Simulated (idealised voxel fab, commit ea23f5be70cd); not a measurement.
process module | voxel double patterning
cross-section cut | 210 nm wide | cells 5 nm
A cross-section is a grid of square cells, given in bands from the top down. A band is one or more rows of cells.
Each band's line starts with the height of the band's top and of its bottom, in nm. Then come its materials from left to right, each with its width in nm. One material with "throughout" fills the band from edge to edge. "air" is empty space.
Height 0 is the level under which the wafer as received is all one material. The lowest band goes on downwards, as in "0 down".
A width such as "30 to 40" changes by the same amount from each row of cells to the next, from the band's top row to its bottom row.
"no change" after a step means that no cell of the cross-section changed.
closed voids: empty space of 8 cells or more with no open way to the top, each as width x height at its distance from the left edge, in nm
after a step's settings: what the simulator itself notes on the step
overlay nm, on a step with a mask: how far to the right of its planned place the mask lay; to the left if negative
plan
1 op RECEIVE | material Si
2 op CONFORMAL_DEP | material SiO2 | thk nm 5
3 op DIRECTIONAL_DEP | material polySi | thk nm 15
4 op DIRECTIONAL_DEP | material SiN | thk nm 10
5 op PATTERN | tone open | mask id FIRST | material resist | width nm 15 | pitch nm 50 | thk nm 15 | overlay nm 0
6 op DIRECTIONAL_ETCH | etch materials SiN | depth nm 10
7 op STRIP | etch materials resist
8 op MASKED_ETCH | tone open | mask id SECOND | width nm 15 | etch materials SiN | depth nm 10 | overlay nm 0
9 op DIRECTIONAL_ETCH | etch materials polySi | depth nm 15
10 op STRIP | etch materials SiN
varied across the wafers: thk nm of step 2. The plan shows the first wafer's value. All wafers start alike
first wafer as received, after step 1
  0 down: Si throughout
  closed voids: none
each wafer at the end: cells of each material gained (+) or lost (-) since it was received, then its closed voids
thk nm 5 | +42 SiO2 | +99 polySi | closed voids: none
thk nm 10 | +84 SiO2 | +99 polySi | closed voids: none
thk nm 15 | +126 SiO2 | +99 polySi | closed voids: none
thk nm 20 | +168 SiO2 | +99 polySi | closed voids: none
